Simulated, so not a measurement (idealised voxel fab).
process module | voxel air gaps
cross-section cut | 195 nm wide | cells 5 nm
A cross-section is a grid of square cells, given in bands from the top down. A band is one or more rows of cells.
Each band's line starts with the height of the band's top and of its bottom, in nm. Then come its materials from left to right, each with its width in nm. One material with "throughout" fills the band from edge to edge. "air" is empty space.
Height 0 is the level under which the wafer as received is all one material. The lowest band goes on downwards, as in "0 down".
A width such as "30 to 40" changes by the same amount from each row of cells to the next, from the band's top row to its bottom row.
"no change" after a step means that no cell of the cross-section changed.
closed voids: empty space of 8 cells or more with no open way to the top, each as width x height at its distance from the left edge, in nm
after a step's settings: what the simulator itself notes on the step
overlay nm, on a step with a mask: how far to the right of its planned place the mask lay; to the left if negative
plan
1 op RECEIVE | material Si
2 op CONFORMAL_DEP | material SiO2 | thk nm 10
3 op CONFORMAL_DEP | material SiN | thk nm 5
4 op DIRECTIONAL_DEP | material lowk | thk nm 35
5 op DIRECTIONAL_DEP | material aC | thk nm 15
6 op PATTERN | tone open | mask id LINES | material resist | width nm 15 | pitch nm 45 | thk nm 30 | overlay nm 0
7 op DIRECTIONAL_ETCH | etch materials aC | depth nm 15
8 op STRIP | etch materials resist
9 op DIRECTIONAL_ETCH | etch materials lowk | depth nm 35
10 op STRIP | etch materials aC
11 op CONFORMAL_DEP | material TiN | thk nm 5
12 op FILL_DEP | material Cu | thk nm 5
13 op CMP | height nm 50
14 op EPI | material Ru | thk nm 10
15 op SELECTIVE_ETCH | etch materials lowk | depth nm 45
16 op CONFORMAL_DEP | material SiN | thk nm 5
as received, after step 1
  0 down: Si throughout
  closed voids: none
a wafer at the end: this start, this plan, one mistake
  60 to 50: air 35 | Ru 35 | air 10 | Ru 35 | air 10 | Ru 35 | air 35
  50 to 20: air 45 | TiN 5 | Cu 5 | TiN 5 | air 30 | TiN 5 | Cu 5 | TiN 5 | air 30 | TiN 5 | Cu 5 | TiN 5 | air 45
  20 to 15: air 45 | TiN 15 | air 30 | TiN 15 | air 30 | TiN 15 | air 45
  15 to 10: SiN throughout
  10 to 0: SiO2 throughout
  0 down: Si throughout
  closed voids: none
what went wrong: step 16 was left out
